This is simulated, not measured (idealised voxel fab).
process module | voxel transistor to metal
cross-section cut | 285 nm wide | cells 5 nm
A cross-section is a grid of square cells, given in bands from the top down. A band is one or more rows of cells.
Each band's line starts with the height of the band's top and of its bottom, in nm. Then come its materials from left to right, each with its width in nm. One material with "throughout" fills the band from edge to edge. "air" is empty space.
Height 0 is the level under which the wafer as received is all one material. The lowest band goes on downwards, as in "0 down".
A width such as "30 to 40" changes by the same amount from each row of cells to the next, from the band's top row to its bottom row.
"no change" after a step means that no cell of the cross-section changed.
closed voids: empty space of 8 cells or more with no open way to the top, each as width x height at its distance from the left edge, in nm
after a step's settings: what the simulator itself notes on the step
overlay nm, on a step with a mask: how far to the right of its planned place the mask lay; to the left if negative
plan
1 op RECEIVE | material Si
2 op CONFORMAL_DEP | material SiO2 | thk nm 5
3 op CONFORMAL_DEP | material SiN | thk nm 10
4 op DIRECTIONAL_DEP | material aC | thk nm 10
5 op PATTERN | tone cover | mask id ACTIVE | material resist | width nm 100 | pitch nm 130 | thk nm 25 | overlay nm 0
6 op DIRECTIONAL_ETCH | etch materials aC | depth nm 10
7 op STRIP | etch materials resist
8 op DIRECTIONAL_ETCH | etch materials SiN | depth nm 10
9 op DIRECTIONAL_ETCH | etch materials SiO2 | depth nm 5
10 op DIRECTIONAL_ETCH | etch materials Si | depth nm 35
11 op STRIP | etch materials aC
12 op FILL_DEP | material SiO2 | thk nm 15
13 op CMP | height nm 15
14 op SELECTIVE_ETCH | etch materials SiO2 | depth nm 10
15 op STRIP | etch materials SiN
16 op SELECTIVE_ETCH | etch materials SiO2 | depth nm 5
17 op OXIDIZE | depth nm 5
18 op DIRECTIONAL_DEP | material polySi | thk nm 20
19 op DIRECTIONAL_DEP | material SiCN | thk nm 15
20 op DIRECTIONAL_DEP | material aC | thk nm 10
21 op PATTERN | tone cover | mask id GATE | material resist | width nm 20 | pitch nm 130 | thk nm 25 | overlay nm 0
22 op DIRECTIONAL_ETCH | etch materials aC | depth nm 10
23 op STRIP | etch materials resist
24 op DIRECTIONAL_ETCH | etch materials SiCN | depth nm 25
25 op DIRECTIONAL_ETCH | etch materials polySi | depth nm 30
26 op STRIP | etch materials aC
27 op CONFORMAL_DEP | material SiO2 | thk nm 5
28 op DIRECTIONAL_ETCH | etch materials SiO2 | depth nm 5
29 op CONFORMAL_DEP | material SiN | thk nm 10
30 op DIRECTIONAL_ETCH | etch materials SiN | depth nm 10
31 op DIRECTIONAL_ETCH | etch materials SiO2 | depth nm 5
32 op DIRECTIONAL_ETCH | etch materials Si | depth nm 15
33 op EPI | material nSi | thk nm 20
34 op FILL_DEP | material SiO2 | thk nm 10
35 op CMP | height nm 35
36 op DIRECTIONAL_DEP | material SiO2 | thk nm 15
37 op PATTERN | tone open | mask id CONTACT | material resist | width nm 15 | thk nm 20 | overlay nm 0
38 op DIRECTIONAL_ETCH | etch materials SiO2 | depth nm 35
39 op STRIP | etch materials resist
40 op CONFORMAL_DEP | material TiN | thk nm 5
41 op FILL_DEP | material Ru | thk nm 5
42 op CMP | height nm 50
43 op DIRECTIONAL_DEP | material TiN | thk nm 5
44 op DIRECTIONAL_DEP | material Ru | thk nm 25
45 op MASKED_ETCH | tone cover | mask id METAL_1 | width nm 15 | etch materials Ru | depth nm 25 | overlay nm 0
46 op MASKED_ETCH | tone cover | mask id METAL_1 | width nm 15 | etch materials TiN | depth nm 5 | overlay nm 0
47 op CONFORMAL_DEP | material SiN | thk nm 5
48 op FILL_DEP | material lowk | thk nm 10
49 op CMP | height nm 80
50 op CONFORMAL_DEP | material SiCN | thk nm 5
varied across the wafers: depth nm of step 31. The plan shows the first wafer's value. All wafers start alike
first wafer as received, after step 1
  0 down: Si throughout
  closed voids: none
each wafer at the end: cells of each material gained (+) or lost (-) since it was received, then its closed voids
depth nm 5 | +84 Ru | -219 Si | +81 SiCN | +141 SiN | +461 SiO2 | +72 TiN | +185 lowk | +132 nSi | +32 polySi | closed voids: none
depth nm 10 | +84 Ru | -219 Si | +81 SiCN | +141 SiN | +449 SiO2 | +72 TiN | +185 lowk | +144 nSi | +32 polySi | closed voids: none
depth nm 15 | +84 Ru | -219 Si | +81 SiCN | +141 SiN | +429 SiO2 | +72 TiN | +185 lowk | +164 nSi | +32 polySi | closed voids: none
